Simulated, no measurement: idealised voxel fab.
process module | voxel double patterning
cross-section cut | 265 nm wide | cells 5 nm
A cross-section is a grid of square cells, given in bands from the top down. A band is one or more rows of cells.
Each band's line starts with the height of the band's top and of its bottom, in nm. Then come its materials from left to right, each with its width in nm. One material with "throughout" fills the band from edge to edge. "air" is empty space.
Height 0 is the level under which the wafer as received is all one material. The lowest band goes on downwards, as in "0 down".
A width such as "30 to 40" changes by the same amount from each row of cells to the next, from the band's top row to its bottom row.
"no change" after a step means that no cell of the cross-section changed.
closed voids: empty space of 8 cells or more with no open way to the top, each as width x height at its distance from the left edge, in nm
after a step's settings: what the simulator itself notes on the step
overlay nm, on a step with a mask: how far to the right of its planned place the mask lay; to the left if negative
plan
1 op RECEIVE | material Si
2 op CONFORMAL_DEP | material SiO2 | thk nm 5
3 op DIRECTIONAL_DEP | material W | thk nm 15
4 op DIRECTIONAL_DEP | material SiCN | thk nm 10
5 op PATTERN | tone open | mask id FIRST | material resist | width nm 15 | pitch nm 50 | thk nm 20 | overlay nm 0
6 op DIRECTIONAL_ETCH | etch materials SiCN | depth nm 10
7 op STRIP | etch materials resist
8 op MASKED_ETCH | tone open | mask id SECOND | width nm 15 | pitch nm 50 | etch materials SiCN | depth nm 10 | overlay nm 0
9 op DIRECTIONAL_ETCH | etch materials W | depth nm 15
10 op STRIP | etch materials SiCN
first wafer, as planned
as received, after step 1
  0 down: Si throughout
  closed voids: none
after step 2
  5 to 0: SiO2 throughout
  below 0: unchanged
after step 3
  20 to 5: W throughout
  below 5: unchanged
after step 4
  30 to 20: SiCN throughout
  below 20: unchanged
after step 5
  50 to 30: resist 75 | air 15 | resist 35 | air 15 | resist 35 | air 15 | resist 75
  below 30: unchanged
after step 6
  50 to 30: resist 75 | air 15 | resist 35 | air 15 | resist 35 | air 15 | resist 75
  30 to 20: SiCN 75 | air 15 | SiCN 35 | air 15 | SiCN 35 | air 15 | SiCN 75
  below 20: unchanged
after step 7
  30 to 20: SiCN 75 | air 15 | SiCN 35 | air 15 | SiCN 35 | air 15 | SiCN 75
  below 20: unchanged
after step 8
  30 to 20: SiCN 75 | air 15 | SiCN 10 | air 15 | SiCN 10 | air 15 | SiCN 10 | air 15 | SiCN 10 | air 15 | SiCN 75
  below 20: unchanged
after step 9
  30 to 20: SiCN 75 | air 15 | SiCN 10 | air 15 | SiCN 10 | air 15 | SiCN 10 | air 15 | SiCN 10 | air 15 | SiCN 75
  20 to 5: W 75 | air 15 | W 10 | air 15 | W 10 | air 15 | W 10 | air 15 | W 10 | air 15 | W 75
  below 5: unchanged
after step 10
  20 to 5: W 75 | air 15 | W 10 | air 15 | W 10 | air 15 | W 10 | air 15 | W 10 | air 15 | W 75
  below 5: unchanged
second wafer: like start, like plan, one mistake. Through step 7 it matches the first wafer
when step 8 should have ended
  30 to 20: SiCN 75 | air 15 | SiCN 20 | air 30 | SiCN 20 | air 30 | SiCN 75
  below 20: unchanged
when step 9 should have ended
  30 to 20: SiCN 75 | air 15 | SiCN 20 | air 30 | SiCN 20 | air 30 | SiCN 75
  20 to 5: W 75 | air 15 | W 20 | air 30 | W 20 | air 30 | W 75
  below 5: unchanged
when step 10 should have ended
  20 to 5: W 75 | air 15 | W 20 | air 30 | W 20 | air 30 | W 75
  below 5: unchanged
what went wrong: step 8 ran as: op MASKED_ETCH | tone open | mask id SECOND | width nm 15 | pitch nm 50 | etch materials SiCN | depth nm 10 | overlay nm 10
at the end the second wafer has, in cells: as many of each material as the first, in other places
